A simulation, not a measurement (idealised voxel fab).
You're looking at the process module voxel ribs on slabs.
The figure presents cross-section cut, which has a width of 175 nm and is divided into square cells with an edge length of 5 nm.
This document writes a cross-section as a grid whose cells are square, and gives it as bands, listed from the top down; one or more rows of cells form a band. First you get the band's top height and its bottom height, in nm, and then the materials it's made of, left to right, with each width in nm. If you see a single material with "all across", that one covers the band edge to edge. "empty" is empty space. Zero point of the height axis is 0; under it, received wafer = one material. Lowest band: continues down indefinitely, "0..down". So if you see something like "30->40" for the width, read it as the top row of the band sitting at the first number and the bottom row at the second, with every row in between moving by the same amount as the last. The cross-section has no changed cell in any step marked "changes: none". "Closed cavity list" lists enclosed empty spaces (at least 8 cells, no open path upward to the top), each as width x height at distance from the left edge, in nm. Read whatever lies past the settings on a step's line as the simulator's own remark about the step. Regarding "overlay nm": on a step with a mask, it is the distance the mask lay to the right of its planned place; a negative value places it to the left.
**Steps in the process plan**
| 1 | RECEIVE [material Si] |
| 2 | DIRECTIONAL_DEP [material SiO2] [thk nm 20] |
| 3 | DIRECTIONAL_DEP [material polySi] [thk nm 20] |
| 4 | PATTERN [tone cover] [mask id RIB] [material resist] [width nm 20] [thk nm 20] [overlay nm 0] |
| 5 | DIRECTIONAL_ETCH [etch materials polySi] [depth nm 10] |
| 6 | STRIP [etch materials resist] |
| 7 | MASKED_ETCH [tone cover] [mask id SLAB] [width nm 50] [etch materials polySi] [depth nm 10] [overlay nm 0] |
| 8 | FILL_DEP [material SiO2] [thk nm 25] |
| 9 | CMP [height nm 60] |
| 10 | DIRECTIONAL_DEP [material TiN] [thk nm 5] |
| 11 | MASKED_ETCH [tone cover] [mask id HEATER] [width nm 30] [etch materials TiN] [depth nm 5] [overlay nm 0] |
| 12 | CONFORMAL_DEP [material SiN] [thk nm 5] |
**As-received state of the wafer in cross-section, equivalent to post-step 1**
    0..down | Si all across
    Closed cavity list: none
**First of two wafers: cross-section at end of module, run per plan**
    70..65 | empty (65), then SiN (40), then empty (70)
    65..60 | SiN (70), then TiN (30), then SiN (75)
    60..40 | SiO2 all across
    40..30 | SiO2 (75), then polySi (20), then SiO2 (80)
    30..20 | SiO2 (60), then polySi (50), then SiO2 (65)
    20..0 | SiO2 all across
    0..down | Si all across
    Closed cavity list: none
**Presented here is a cross-section of the second of the two wafers as it stood at the end of the module. It was started in the same manner and assigned the same plan as the first wafer; however, one mistake was made in its execution**
    70..65 | empty (65), then SiN (40), then empty (70)
    65..60 | SiN (70), then TiN (30), then SiN (75)
    60..20 | SiO2 all across
    20..0 | polySi all across
    0..down | Si all across
    Closed cavity list: none
In executing the process, a mistake was made relative to the plan: steps 2 and 3 swapped
Bottom line after processing is that, in cells, the second wafer is up or down on some materials versus the first: SiO2: 112 fewer | polySi: 112 more
